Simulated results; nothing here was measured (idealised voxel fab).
process module | voxel tone inversion
cross-section cut | 250 nm wide | cells 5 nm
A cross-section is a grid of square cells, given in bands from the top down. A band is one or more rows of cells.
Each band's line starts with the height of the band's top and of its bottom, in nm. Then come its materials from left to right, each with its width in nm. One material with "throughout" fills the band from edge to edge. "air" is empty space.
Height 0 is the level under which the wafer as received is all one material. The lowest band goes on downwards, as in "0 down".
A width such as "30 to 40" changes by the same amount from each row of cells to the next, from the band's top row to its bottom row.
"no change" after a step means that no cell of the cross-section changed.
closed voids: empty space of 8 cells or more with no open way to the top, each as width x height at its distance from the left edge, in nm
after a step's settings: what the simulator itself notes on the step
overlay nm, on a step with a mask: how far to the right of its planned place the mask lay; to the left if negative
plan
1 op RECEIVE | material Si
2 op CONFORMAL_DEP | material SiCN | thk nm 5
3 op DIRECTIONAL_DEP | material polySi | thk nm 20
4 op PATTERN | tone cover | mask id POSTS | material resist | width nm 25 | pitch nm 50 | thk nm 25 | overlay nm 0
5 op DIRECTIONAL_ETCH | etch materials polySi | depth nm 20
6 op STRIP | etch materials resist
7 op FILL_DEP | material lowk | thk nm 5
8 op CMP | height nm 25
9 op STRIP | etch materials polySi
10 op CONFORMAL_DEP | material TiN | thk nm 5
11 op FILL_DEP | material Ru | thk nm 5
12 op CMP | height nm 25
13 op CONFORMAL_DEP | material SiCN | thk nm 5
varied across the wafers: thk nm of step 13. The plan shows the first wafer's value. All wafers start alike
first wafer as received, after step 1
  0 down: Si throughout
  closed voids: none
first wafer at the end, after step 13
  30 to 25: SiCN throughout
  25 to 10: lowk 85 | TiN 5 | Ru 15 | TiN 5 | lowk 25 | TiN 5 | Ru 15 | TiN 5 | lowk 90
  10 to 5: lowk 85 | TiN 25 | lowk 25 | TiN 25 | lowk 90
  5 to 0: SiCN throughout
  0 down: Si throughout
  closed voids: none
last wafer at the end
  45 to 25: SiCN throughout
  25 to 10: lowk 85 | TiN 5 | Ru 15 | TiN 5 | lowk 25 | TiN 5 | Ru 15 | TiN 5 | lowk 90
  10 to 5: lowk 85 | TiN 25 | lowk 25 | TiN 25 | lowk 90
  5 to 0: SiCN throughout
  0 down: Si throughout
  closed voids: none
each wafer at the end: cells of each material gained (+) or lost (-) since it was received, then its closed voids
thk nm 5 | +18 Ru | +100 SiCN | +22 TiN | +160 lowk | closed voids: none
thk nm 10 | +18 Ru | +150 SiCN | +22 TiN | +160 lowk | closed voids: none
thk nm 15 | +18 Ru | +200 SiCN | +22 TiN | +160 lowk | closed voids: none
thk nm 20 | +18 Ru | +250 SiCN | +22 TiN | +160 lowk | closed voids: none
